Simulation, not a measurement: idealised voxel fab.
Process module in this document: voxel plated lines
265 nm wide, 5 nm square cells: that's cross-section cut.
Cross-section layout: square cells on a grid; listed as bands, top to bottom; a band spans one or more cell rows. Each band's line starts with the height of the band's top and of its bottom, in nm. Then come its materials from left to right, each with its width in nm. One material with "all across" fills the band from edge to edge. "blank" is empty space. Beneath 0, the wafer as received is one material, and that level is where height counting begins. The lowest band goes on downward without a bottom; it is written like "0..down". Quick explanation for "30..40": the width changes in equal steps down the rows of cells, from the first number in the band's top row to the second number in its bottom row. "remains unaltered" (step): cross-section cells unchanged, all of them. Entry "Unvented voids". Content: empty spaces with no open connection to the top, size 8 cells or greater. Each: width x height at distance. Distance: from left edge. Unit: nm. Past the settings on a step's line: simulator remark, on that step. Steps that use a mask can have "overlay nm" on their line. It says how far the mask sat to the right of where it was meant to be. Negative means to the left.
The following list gives the planned process steps:
1. RECEIVE | material Si
2. CONFORMAL_DEP | material SiO2 | thk nm 5
3. DIRECTIONAL_DEP | material TiN | thk nm 5
4. PATTERN | tone open | mask id LINES | material resist | width nm 15 | pitch nm 40 | thk nm 25 | overlay nm 0
5. EPI | material Ru | thk nm 5
6. EPI | material Ru | thk nm 5
7. STRIP | etch materials resist
8. DIRECTIONAL_ETCH | etch materials TiN | depth nm 5
9. CONFORMAL_DEP | material SiCN | thk nm 10
Cross-section: wafer on arrival = after step 1:
- 0..down = Si all across
- Unvented voids: none
End-of-module XS, first of two wafers, run as planned:
- 30..20 = blank 95 nm; SiCN 35 nm; blank 5 nm; SiCN 35 nm; blank 95 nm
- 20..15 = blank 95 nm; SiCN 10 nm; Ru 15 nm; SiCN 10 nm; blank 5 nm; SiCN 10 nm; Ru 15 nm; SiCN 10 nm; blank 95 nm
- 15..10 = SiCN 105 nm; Ru 15 nm; SiCN 25 nm; Ru 15 nm; SiCN 105 nm
- 10..5 = SiCN 105 nm; TiN 15 nm; SiCN 25 nm; TiN 15 nm; SiCN 105 nm
- 5..0 = SiO2 all across
- 0..down = Si all across
- Unvented voids: none
Wafer two cross-section, module end. Start and plan unchanged from wafer one; one mistake made during the run:
- 30..20 = blank 95 nm; SiCN 35 nm; blank 5 nm; SiCN 35 nm; blank 95 nm
- 20..10 = SiCN 105 nm; Ru 15 nm; SiCN 25 nm; Ru 15 nm; SiCN 105 nm
- 10..5 = Ru all across
- 5..0 = SiO2 all across
- 0..down = Si all across
- Unvented voids: none
Which mistake was made when the wafer was run? step 3 was processed under conditions differing from the plan, specifically as DIRECTIONAL_DEP | material Ru | thk nm 5
Upon completion, the second wafer contains, in terms of cells, a greater or smaller amount of certain materials than the first wafer: Ru +53, SiCN -8, TiN -6
